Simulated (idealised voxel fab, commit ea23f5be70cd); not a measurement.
process module | voxel spacer lines
cross-section cut | 225 nm wide | cells 5 nm
A cross-section is a grid of square cells, given in bands from the top down. A band is one or more rows of cells.
Each band's line starts with the height of the band's top and of its bottom, in nm. Then come its materials from left to right, each with its width in nm. One material with "throughout" fills the band from edge to edge. "air" is empty space.
Height 0 is the level under which the wafer as received is all one material. The lowest band goes on downwards, as in "0 down".
A width such as "30 to 40" changes by the same amount from each row of cells to the next, from the band's top row to its bottom row.
"no change" after a step means that no cell of the cross-section changed.
closed voids: empty space of 8 cells or more with no open way to the top, each as width x height at its distance from the left edge, in nm
after a step's settings: what the simulator itself notes on the step
overlay nm, on a step with a mask: how far to the right of its planned place the mask lay; to the left if negative
plan
1 op RECEIVE | material Si
2 op CONFORMAL_DEP | material SiO2 | thk nm 5
3 op DIRECTIONAL_DEP | material polySi | thk nm 20
4 op DIRECTIONAL_DEP | material aC | thk nm 25
5 op PATTERN | tone cover | mask id MANDREL | material resist | width nm 15 | pitch nm 60 | thk nm 30 | overlay nm 0
6 op DIRECTIONAL_ETCH | etch materials aC | depth nm 25
7 op STRIP | etch materials resist
8 op CONFORMAL_DEP | material SiN | thk nm 15
9 op DIRECTIONAL_ETCH | etch materials SiN | depth nm 15
10 op STRIP | etch materials aC
11 op DIRECTIONAL_ETCH | etch materials polySi | depth nm 20
12 op STRIP | etch materials SiN
as received, after step 1
  0 down: Si throughout
  closed voids: none
a wafer at the end: this start, this plan, one mistake
  25 to 5: air 75 | polySi 15 | air 45 | polySi 15 | air 75
  5 to 0: SiO2 throughout
  0 down: Si throughout
  closed voids: none
what went wrong: step 5 ran as: op PATTERN | tone open | mask id MANDREL | material resist | width nm 15 | pitch nm 60 | thk nm 30 | overlay nm 0
